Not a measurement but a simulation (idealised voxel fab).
process module | voxel self aligned vias
cross-section cut | 300 nm wide | cells 5 nm
A cross-section is a grid of square cells, given in bands from the top down. A band is one or more rows of cells.
Each band's line starts with the height of the band's top and of its bottom, in nm. Then come its materials from left to right, each with its width in nm. One material with "throughout" fills the band from edge to edge. "air" is empty space.
Height 0 is the level under which the wafer as received is all one material. The lowest band goes on downwards, as in "0 down".
A width such as "30 to 40" changes by the same amount from each row of cells to the next, from the band's top row to its bottom row.
"no change" after a step means that no cell of the cross-section changed.
closed voids: empty space of 8 cells or more with no open way to the top, each as width x height at its distance from the left edge, in nm
after a step's settings: what the simulator itself notes on the step
overlay nm, on a step with a mask: how far to the right of its planned place the mask lay; to the left if negative
plan
1 op RECEIVE | material Si
2 op CONFORMAL_DEP | material SiO2 | thk nm 10
3 op CONFORMAL_DEP | material SiCN | thk nm 5
4 op DIRECTIONAL_DEP | material lowk | thk nm 20
5 op DIRECTIONAL_DEP | material aC | thk nm 15
6 op PATTERN | tone open | mask id LINES | material resist | width nm 25 | pitch nm 50 | thk nm 35 | overlay nm 0
7 op DIRECTIONAL_ETCH | etch materials aC | depth nm 15
8 op STRIP | etch materials resist
9 op DIRECTIONAL_ETCH | etch materials lowk | depth nm 20
10 op STRIP | etch materials aC
11 op CONFORMAL_DEP | material TiN | thk nm 5
12 op FILL_DEP | material W | thk nm 5
13 op CMP | height nm 35
14 op SELECTIVE_ETCH | etch materials W Ru TiN | depth nm 5
15 op FILL_DEP | material SiN | thk nm 5
16 op CMP | height nm 35
17 op DIRECTIONAL_DEP | material lowk | thk nm 15
18 op DIRECTIONAL_DEP | material aC | thk nm 10
19 op PATTERN | tone open | mask id VIAS | material resist | width nm 35 | thk nm 30 | overlay nm 0
20 op DIRECTIONAL_ETCH | etch materials aC | depth nm 10
21 op STRIP | etch materials resist
22 op DIRECTIONAL_ETCH | etch materials lowk | depth nm 15
23 op DIRECTIONAL_ETCH | etch materials SiN | depth nm 5
24 op STRIP | etch materials aC
25 op CONFORMAL_DEP | material TiN | thk nm 5
26 op FILL_DEP | material Cu | thk nm 5
27 op CMP | height nm 50
28 op CONFORMAL_DEP | material SiN | thk nm 5
as received, after step 1
  0 down: Si throughout
  closed voids: none
a wafer at the end: this start, this plan, one mistake
  55 to 50: SiN throughout
  50 to 35: lowk 105 | TiN 5 | Cu 25 | TiN 5 | lowk 160
  35 to 30: SiN 105 | TiN 35 | SiN 160
  30 to 25: TiN 115 | W 15 | TiN 35 | W 15 | TiN 120
  25 to 10: lowk 110 | TiN 5 | W 15 | TiN 5 | lowk 25 | TiN 5 | W 15 | TiN 5 | lowk 115
  10 to 5: lowk 110 | TiN 25 | lowk 25 | TiN 25 | lowk 115
  5 to 0: SiCN throughout
  0 down: Si throughout
  closed voids: none
what went wrong: step 2 was left out
